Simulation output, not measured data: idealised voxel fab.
This is a process module. Its name is voxel tone inversion.
This is section cut - it's 270 nm across, gridded in 5 nm square cells.
How to read a cross-section here: the picture is a grid of square cells, written as bands going from the top down, and any band can span one or more rows of cells.
It is stipulated that each band's entry specify, in nanometres, the height of the top of the band and then that of its bottom, followed by the materials of the band in left-to-right sequence, each together with its width in nanometres. A single material marked by the word "throughout" is understood to fill the band from edge to edge; the word "empty" is understood to denote empty space.
Ref level 0: as-received wafer is one material below here. Bottom band extends down with no lower bound ("0 and below").
Width "30->40": first value at the band's top row of cells, second value at its bottom row, equal change from row to row.
"nothing was modified" (step): cross-section cells unchanged, all of them.
This entry, "Completely enclosed voids", enumerates those empty regions of no fewer than 8 cells that possess no open connection to the top. Each region is reported in the form width x height at distance, the distance being taken from the left edge, with all three quantities expressed in nm.
If you see something after the settings on a step's line, that's the simulator's own remark about that step.
overlay nm: step with mask; distance mask lay right of planned place; negative value = left of planned place.

-- So here's the lineup of process steps we planned
1. RECEIVE (material Si)
2. CONFORMAL_DEP (material SiN; thk nm 10)
3. DIRECTIONAL_DEP (material polySi; thk nm 15)
4. PATTERN (tone cover; mask id POSTS; material resist; width nm 20; pitch nm 40; thk nm 25; overlay nm 0)
5. DIRECTIONAL_ETCH (etch materials polySi; depth nm 15)
6. STRIP (etch materials resist)
7. FILL_DEP (material lowk; thk nm 5)
8. CMP (height nm 25)
9. STRIP (etch materials polySi)
10. CONFORMAL_DEP (material TiN; thk nm 5)
11. FILL_DEP (material Ru; thk nm 10)
12. CMP (height nm 25)
13. CONFORMAL_DEP (material SiCN; thk nm 5)

-- Step 1 complete: cross-section of the wafer as received
> 0 and below: Si throughout
> Completely enclosed voids: none

-- The module was run from the start shown above using the plan shown above, but one mistake was made doing it; the resulting wafer cross-section is below
> 30 down to 25: SiCN throughout
> 25 down to 15: lowk: 90, TiN: 5, Ru: 5, TiN: 5, lowk: 25, TiN: 5, Ru: 5, TiN: 5, lowk: 25, TiN: 5, Ru: 5, TiN: 5, lowk: 85
> 15 down to 10: lowk: 90, TiN: 15, lowk: 25, TiN: 15, lowk: 25, TiN: 15, lowk: 85
> 10 down to 0: SiN throughout
> 0 and below: Si throughout
> Completely enclosed voids: none
Misprocessing identified: in deviation from the planned setting, step 4 was conducted as PATTERN (tone cover; mask id POSTS; material resist; width nm 15; pitch nm 40; thk nm 25; overlay nm 0)
